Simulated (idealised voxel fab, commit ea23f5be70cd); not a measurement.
process module | voxel released beams
cross-section cut | 140 nm wide | cells 5 nm
A cross-section is a grid of square cells, given in bands from the top down. A band is one or more rows of cells.
Each band's line starts with the height of the band's top and of its bottom, in nm. Then come its materials from left to right, each with its width in nm. One material with "throughout" fills the band from edge to edge. "air" is empty space.
Height 0 is the level under which the wafer as received is all one material. The lowest band goes on downwards, as in "0 down".
A width such as "30 to 40" changes by the same amount from each row of cells to the next, from the band's top row to its bottom row.
"no change" after a step means that no cell of the cross-section changed.
closed voids: empty space of 8 cells or more with no open way to the top, each as width x height at its distance from the left edge, in nm
after a step's settings: what the simulator itself notes on the step
overlay nm, on a step with a mask: how far to the right of its planned place the mask lay; to the left if negative
plan
1 op RECEIVE | material Si
2 op CONFORMAL_DEP | material Al2O3 | thk nm 10
3 op DIRECTIONAL_DEP | material SiO2 | thk nm 20
4 op DIRECTIONAL_DEP | material aC | thk nm 10
5 op PATTERN | tone open | mask id ANCHOR | material resist | width nm 25 | thk nm 25 | overlay nm 0
6 op DIRECTIONAL_ETCH | etch materials aC | depth nm 10
7 op STRIP | etch materials resist
8 op DIRECTIONAL_ETCH | etch materials SiO2 | depth nm 20
9 op STRIP | etch materials aC
10 op CONFORMAL_DEP | material W | thk nm 15
11 op MASKED_ETCH | tone cover | mask id BEAM | width nm 105 | etch materials W | depth nm 15 | overlay nm 0
12 op STRIP | etch materials SiO2
varied across the wafers: width nm of step 5. The plan shows the first wafer's value. All wafers start alike
first wafer as received, after step 1
  0 down: Si throughout
  closed voids: none
each wafer at the end: cells of each material gained (+) or lost (-) since it was received, then its closed voids
width nm 25 | +56 Al2O3 | +83 W | closed voids: none
width nm 30 | +56 Al2O3 | +87 W | closed voids: none
width nm 35 | +56 Al2O3 | +87 W | closed voids: none
width nm 40 | +56 Al2O3 | +87 W | closed voids: none
width nm 45 | +56 Al2O3 | +87 W | closed voids: none
width nm 50 | +56 Al2O3 | +87 W | closed voids: none
